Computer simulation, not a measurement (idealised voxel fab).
process module | voxel self aligned vias
cross-section cut | 160 nm wide | cells 5 nm
A cross-section is a grid of square cells, given in bands from the top down. A band is one or more rows of cells.
Each band's line starts with the height of the band's top and of its bottom, in nm. Then come its materials from left to right, each with its width in nm. One material with "throughout" fills the band from edge to edge. "air" is empty space.
Height 0 is the level under which the wafer as received is all one material. The lowest band goes on downwards, as in "0 down".
A width such as "30 to 40" changes by the same amount from each row of cells to the next, from the band's top row to its bottom row.
"no change" after a step means that no cell of the cross-section changed.
closed voids: empty space of 8 cells or more with no open way to the top, each as width x height at its distance from the left edge, in nm
after a step's settings: what the simulator itself notes on the step
overlay nm, on a step with a mask: how far to the right of its planned place the mask lay; to the left if negative
plan
1 op RECEIVE | material Si
2 op CONFORMAL_DEP | material SiO2 | thk nm 10
3 op CONFORMAL_DEP | material SiCN | thk nm 5
4 op DIRECTIONAL_DEP | material lowk | thk nm 25
5 op DIRECTIONAL_DEP | material aC | thk nm 15
6 op PATTERN | tone open | mask id LINES | material resist | width nm 25 | pitch nm 55 | thk nm 30 | overlay nm 0
7 op DIRECTIONAL_ETCH | etch materials aC | depth nm 15
8 op STRIP | etch materials resist
9 op DIRECTIONAL_ETCH | etch materials lowk | depth nm 25
10 op STRIP | etch materials aC
11 op CONFORMAL_DEP | material TiN | thk nm 5
12 op FILL_DEP | material Ru | thk nm 5
13 op CMP | height nm 40
14 op SELECTIVE_ETCH | etch materials W Ru TiN | depth nm 5
15 op FILL_DEP | material SiN | thk nm 10
16 op CMP | height nm 40
17 op DIRECTIONAL_DEP | material lowk | thk nm 15
18 op PATTERN | tone open | mask id VIAS | material resist | width nm 35 | pitch nm 55 | thk nm 15 | overlay nm 0
19 op DIRECTIONAL_ETCH | etch materials lowk | depth nm 15
20 op DIRECTIONAL_ETCH | etch materials SiN | depth nm 5
21 op STRIP | etch materials resist
22 op CONFORMAL_DEP | material TiN | thk nm 5
23 op FILL_DEP | material W | thk nm 10
24 op CMP | height nm 55
25 op CONFORMAL_DEP | material SiN | thk nm 5
as received, after step 1
  0 down: Si throughout
  closed voids: none
a wafer at the end: this start, this plan, one mistake
  60 to 55: SiN throughout
  55 to 45: lowk 35 | TiN 5 | W 25 | TiN 5 | lowk 20 | TiN 5 | W 25 | TiN 5 | lowk 35
  45 to 40: lowk 35 | TiN 5 | W 10 | TiN 20 | lowk 20 | TiN 5 | W 10 | TiN 20 | lowk 35
  40 to 35: lowk 30 | SiN 5 | TiN 20 | lowk 30 | SiN 5 | TiN 20 | lowk 50
  35 to 20: lowk 30 | TiN 5 | Ru 15 | TiN 5 | lowk 30 | TiN 5 | Ru 15 | TiN 5 | lowk 50
  20 to 15: lowk 30 | TiN 25 | lowk 30 | TiN 25 | lowk 50
  15 to 10: SiCN throughout
  10 to 0: SiO2 throughout
  0 down: Si throughout
  closed voids: none
what went wrong: step 6 ran as: op PATTERN | tone open | mask id LINES | material resist | width nm 25 | pitch nm 55 | thk nm 30 | overlay nm -10
